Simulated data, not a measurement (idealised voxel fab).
A process module follows: voxel air gaps.
Section cut is 170 nm wide and gridded with 5 nm square cells.
Cross-sections here: square-cell grids, written as top-down lists of bands, a band being one or more rows of cells. Heights first: top, then bottom, in nm. Then materials, left to right, each with a width in nm. "all across" on a single material: fills the band edge to edge. "air": empty space. Ref level 0: as-received wafer is one material below here. Bottom band extends down with no lower bound ("from 0 down"). The expression "30 to 40" gives the width at the extremes of the band, the first number at its top row of cells and the second at its bottom row, with the width changing by equal amounts from each row to the next in between. Given "nothing was modified" for a step, no cell of the cross-section differs between before and after that step. Listed in "closed voids": every empty space of 8 or more cells without an open way to the top. Form: width x height at distance, the distance being from the left edge, all in nm. Step line, after settings: the simulator's comment on this step. The optional step-line setting "overlay nm" applies to steps with a mask and quantifies how far to the right of its planned location the mask lay, a negative value indicating leftward placement.

STEPS IN THE PROCESS PLAN
step 1: RECEIVE | material Si
step 2: CONFORMAL_DEP | material SiO2 | thk nm 15
step 3: CONFORMAL_DEP | material SiN | thk nm 5
step 4: DIRECTIONAL_DEP | material SiO2 | thk nm 40
step 5: MASKED_ETCH | tone open | mask id LINES | width nm 15 | pitch nm 50 | etch materials SiO2 | depth nm 40 | overlay nm 0
step 6: CONFORMAL_DEP | material TiN | thk nm 5
step 7: FILL_DEP | material W | thk nm 5
step 8: CMP | height nm 60
step 9: EPI | material Ru | thk nm 10
step 10: SELECTIVE_ETCH | etch materials SiO2 | depth nm 50
step 11: CONFORMAL_DEP | material SiCN | thk nm 5
Heads up: all these wafers start the same, and what changes between them is the width nm in step 5. The value you see in the plan is just what the first wafer got.

THE AS-RECEIVED CROSS-SECTION OF THE FIRST OF SEVERAL WAFERS CORRESPONDS TO THE STATE AFTER STEP 1
> from 0 down  Si all across
> closed voids: none

TAKE A LOOK AT THE FIRST OF SEVERAL WAFERS IN CROSS-SECTION: THE MODULE IS DONE, AND STEP 11 WAS ITS LAST STEP
> from 75 to 70  air (10) / SiCN (45) / air (5) / SiCN (45) / air (5) / SiCN (45) / air (15)
> from 70 to 60  air (10) / SiCN (5) / Ru (35) / SiCN (5) / air (5) / SiCN (5) / Ru (35) / SiCN (5) / air (5) / SiCN (5) / Ru (35) / SiCN (5) / air (15)
> from 60 to 55  air (10) / SiCN (15) / TiN (5) / W (5) / TiN (5) / SiCN (15) / air (5) / SiCN (15) / TiN (5) / W (5) / TiN (5) / SiCN (15) / air (5) / SiCN (15) / TiN (5) / W (5) / TiN (5) / SiCN (15) / air (15)
> from 55 to 25  air (20) / SiCN (5) / TiN (5) / W (5) / TiN (5) / SiCN (5) / air (25) / SiCN (5) / TiN (5) / W (5) / TiN (5) / SiCN (5) / air (25) / SiCN (5) / TiN (5) / W (5) / TiN (5) / SiCN (5) / air (25)
> from 25 to 20  SiCN (25) / TiN (15) / SiCN (35) / TiN (15) / SiCN (35) / TiN (15) / SiCN (30)
> from 20 to 15  SiN all across
> from 15 to 0  SiO2 all across
> from 0 down  Si all across
> closed voids: none

LAST WAFER X-SEC, END OF MODULE
> from 75 to 70  SiCN (165) / air (5)
> from 70 to 60  SiCN (5) / Ru (155) / SiCN (5) / air (5)
> from 60 to 55  SiCN (15) / TiN (5) / W (25) / TiN (5) / SiO2 (15) / TiN (5) / W (25) / TiN (5) / SiO2 (15) / TiN (5) / W (25) / TiN (5) / SiCN (15) / air (5)
> from 55 to 25  air (10) / SiCN (5) / TiN (5) / W (25) / TiN (5) / SiO2 (15) / TiN (5) / W (25) / TiN (5) / SiO2 (15) / TiN (5) / W (25) / TiN (5) / SiCN (5) / air (15)
> from 25 to 20  SiCN (15) / TiN (35) / SiO2 (15) / TiN (35) / SiO2 (15) / TiN (35) / SiCN (20)
> from 20 to 15  SiN all across
> from 15 to 0  SiO2 all across
> from 0 down  Si all across
> closed voids: 10 x 30 at 0

GAINED (+) OR LOST (-) CELLS OF EACH MATERIAL SINCE RECEIPT, THEN CLOSED VOIDS: ONE ROW PER WAFER, AT THE END OF THE MODULE
width nm 15; +42 Ru; +118 SiCN; +34 SiN; +102 SiO2; +51 TiN; +21 W; closed voids: none
width nm 20; +48 Ru; +118 SiCN; +34 SiN; +102 SiO2; +54 TiN; +42 W; closed voids: 20 x 30 at 50; 20 x 30 at 100
width nm 25; +54 Ru; +110 SiCN; +34 SiN; +102 SiO2; +57 TiN; +63 W; closed voids: 15 x 30 at 50; 15 x 30 at 100
width nm 30; +60 Ru; +62 SiCN; +34 SiN; +166 SiO2; +60 TiN; +84 W; closed voids: none
width nm 35; +62 Ru; +62 SiCN; +34 SiN; +150 SiO2; +63 TiN; +105 W; closed voids: 10 x 30 at 0
